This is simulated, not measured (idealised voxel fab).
This section sets out a process module, namely voxel transistor to metal.
This is section cut - it's 285 nm across, gridded in 5 nm square cells.
Cross-section, as written here: a square-cell grid given band by band from the top down, where a band holds one or more rows of cells. Basically the band line says how high the top is and how high the bottom is, in nm, and then what's in it from left to right, every material with its width in nm. Empty space shows up as "air", and if a single material carries "edge to edge" it runs the full band edge to edge. Where do heights start? At 0: under that level the wafer as delivered is made of one material only. And the lowest band has no floor; it just carries on downward, as in "top 0, no bottom". Graded width ("30->40"): value in top row of band = first number; value in bottom row = second number; row-to-row change constant. "same as before" after a step means that no cell of the cross-section changed. Entry "Fully sealed cavities" = empty spaces >= 8 cells with no open way to the top; each as width x height at distance, distance from left edge, all nm. Where a step's line continues beyond its settings, the continuation is a remark by the simulator itself on that step. When a step includes a mask, the "overlay nm" setting on its line states how far to the right of its planned place that mask lay, and negative values state how far to the left.
## Planned process steps
1 op RECEIVE | material Si
2 op OXIDIZE | depth nm 5
3 op CONFORMAL_DEP | material SiN | thk nm 10
4 op PATTERN | tone cover | mask id ACTIVE | material resist | width nm 110 | pitch nm 135 | thk nm 20 | overlay nm 0
5 op DIRECTIONAL_ETCH | etch materials SiN | depth nm 10
6 op DIRECTIONAL_ETCH | etch materials SiO2 | depth nm 5
7 op DIRECTIONAL_ETCH | etch materials Si | depth nm 30
8 op STRIP | etch materials resist
9 op OXIDIZE | depth nm 5
10 op FILL_DEP | material SiO2 | thk nm 10
11 op CMP | height nm 10
12 op SELECTIVE_ETCH | etch materials SiO2 | depth nm 10
13 op STRIP | etch materials SiN
14 op SELECTIVE_ETCH | etch materials SiO2 | depth nm 5
15 op OXIDIZE | depth nm 5
16 op DIRECTIONAL_DEP | material polySi | thk nm 30
17 op DIRECTIONAL_DEP | material SiCN | thk nm 15
18 op PATTERN | tone cover | mask id GATE | material resist | width nm 30 | pitch nm 135 | thk nm 20 | overlay nm 0
19 op DIRECTIONAL_ETCH | etch materials SiCN | depth nm 25
20 op DIRECTIONAL_ETCH | etch materials polySi | depth nm 40
21 op STRIP | etch materials resist
22 op CONFORMAL_DEP | material SiO2 | thk nm 5
23 op DIRECTIONAL_ETCH | etch materials SiO2 | depth nm 5
24 op CONFORMAL_DEP | material SiN | thk nm 10
25 op DIRECTIONAL_ETCH | etch materials SiN | depth nm 10
26 op DIRECTIONAL_ETCH | etch materials SiO2 | depth nm 5
27 op DIRECTIONAL_ETCH | etch materials Si | depth nm 10
28 op EPI | material pSi | thk nm 10
29 op FILL_DEP | material SiO2 | thk nm 5
30 op CMP | height nm 25
31 op STRIP | etch materials polySi
32 op SELECTIVE_ETCH | etch materials SiO2 | depth nm 5
33 op CONFORMAL_DEP | material HfO2 | thk nm 5
34 op CONFORMAL_DEP | material TiN | thk nm 5
35 op FILL_DEP | material W | thk nm 10
36 op CMP | height nm 20
37 op DIRECTIONAL_DEP | material SiO2 | thk nm 10
38 op MASKED_ETCH | tone open | mask id CONTACT | width nm 15 | etch materials SiO2 | depth nm 40 | overlay nm 0
39 op CONFORMAL_DEP | material TiN | thk nm 5
40 op FILL_DEP | material Ru | thk nm 10
41 op CMP | height nm 30
42 op CONFORMAL_DEP | material SiN | thk nm 5
43 op DIRECTIONAL_DEP | material lowk | thk nm 20
44 op MASKED_ETCH | tone open | mask id METAL_1 | width nm 15 | etch materials lowk | depth nm 20 | overlay nm 0
45 op MASKED_ETCH | tone open | mask id METAL_1 | width nm 15 | etch materials SiN | depth nm 5 | overlay nm 0
46 op CONFORMAL_DEP | material TiN | thk nm 5
47 op FILL_DEP | material Ru | thk nm 10
48 op CMP | height nm 55
49 op CONFORMAL_DEP | material SiCN | thk nm 5
50 op DIRECTIONAL_DEP | material lowk | thk nm 30
51 op PATTERN | tone open | mask id METAL_2 | material resist | width nm 15 | pitch nm 135 | thk nm 15 | overlay nm 0
52 op DIRECTIONAL_ETCH | etch materials lowk | depth nm 20
53 op STRIP | etch materials resist
54 op MASKED_ETCH | tone open | mask id METAL_2_HOLES | width nm 15 | pitch nm 135 | etch materials lowk | depth nm 10 | overlay nm 0
55 op MASKED_ETCH | tone open | mask id METAL_2_HOLES | width nm 15 | pitch nm 135 | etch materials SiCN | depth nm 5 | overlay nm 0
56 op CONFORMAL_DEP | material TiN | thk nm 5
57 op FILL_DEP | material Cu | thk nm 10
58 op CMP | height nm 90
59 op CONFORMAL_DEP | material SiCN | thk nm 5
## This is the cross-section of the wafer as we received it, i.e. after step 1
  top 0, no bottom = Si edge to edge
  Fully sealed cavities: none
## The cross-section shown corresponds to the wafer at the conclusion of the module. The initial structure and the process plan are those presented above; however, one mistake occurred in executing the plan
  top 95, bottom 90 = SiCN edge to edge
  top 90, bottom 60 = lowk 30, then TiN 5, then Cu 5, then TiN 5, then lowk 120, then TiN 5, then Cu 5, then TiN 5, then lowk 105
  top 60, bottom 55 = SiCN 30, then TiN 15, then SiCN 120, then TiN 15, then SiCN 105
  top 55, bottom 35 = lowk 30, then TiN 5, then Ru 5, then TiN 5, then lowk 60, then TiN 5, then Ru 5, then TiN 5, then lowk 45, then TiN 5, then Ru 5, then TiN 5, then lowk 60, then TiN 5, then Ru 5, then TiN 5, then lowk 30
  top 35, bottom 30 = SiN 30, then TiN 15, then SiN 60, then TiN 15, then SiN 45, then TiN 15, then SiN 60, then TiN 15, then SiN 30
  top 30, bottom 20 = SiO2 30, then TiN 5, then Ru 5, then TiN 5, then SiO2 60, then TiN 5, then Ru 5, then TiN 5, then SiO2 45, then TiN 5, then Ru 5, then TiN 5, then SiO2 60, then TiN 5, then Ru 5, then TiN 5, then SiO2 30
  top 20, bottom 0 = SiO2 30, then TiN 5, then Ru 5, then TiN 5, then SiO2 10, then HfO2 5, then TiN 5, then W 20, then TiN 5, then HfO2 5, then SiO2 10, then TiN 5, then Ru 5, then TiN 5, then SiO2 45, then TiN 5, then Ru 5, then TiN 5, then SiO2 10, then HfO2 5, then TiN 5, then W 20, then TiN 5, then HfO2 5, then SiO2 10, then TiN 5, then Ru 5, then TiN 5, then SiO2 30
  top 0, bottom -5 = SiO2 30, then TiN 5, then Ru 5, then TiN 5, then pSi 10, then HfO2 5, then TiN 30, then HfO2 5, then pSi 10, then TiN 5, then Ru 5, then TiN 5, then SiO2 45, then TiN 5, then Ru 5, then TiN 5, then pSi 10, then HfO2 5, then TiN 30, then HfO2 5, then pSi 10, then TiN 5, then Ru 5, then TiN 5, then SiO2 30
  top -5, bottom -10 = SiO2 30, then TiN 15, then pSi 10, then HfO2 40, then pSi 10, then TiN 15, then SiO2 45, then TiN 15, then pSi 10, then HfO2 40, then pSi 10, then TiN 15, then SiO2 30
  top -10, bottom -20 = SiO2 25, then pSi 30, then Si 40, then pSi 30, then SiO2 35, then pSi 30, then Si 40, then pSi 30, then SiO2 25
  top -20, bottom -40 = SiO2 25, then Si 100, then SiO2 35, then Si 100, then SiO2 25
  top -40, no bottom = Si edge to edge
  Fully sealed cavities: none
Want to know what went wrong? step 24 of the plan was jumped over and never run
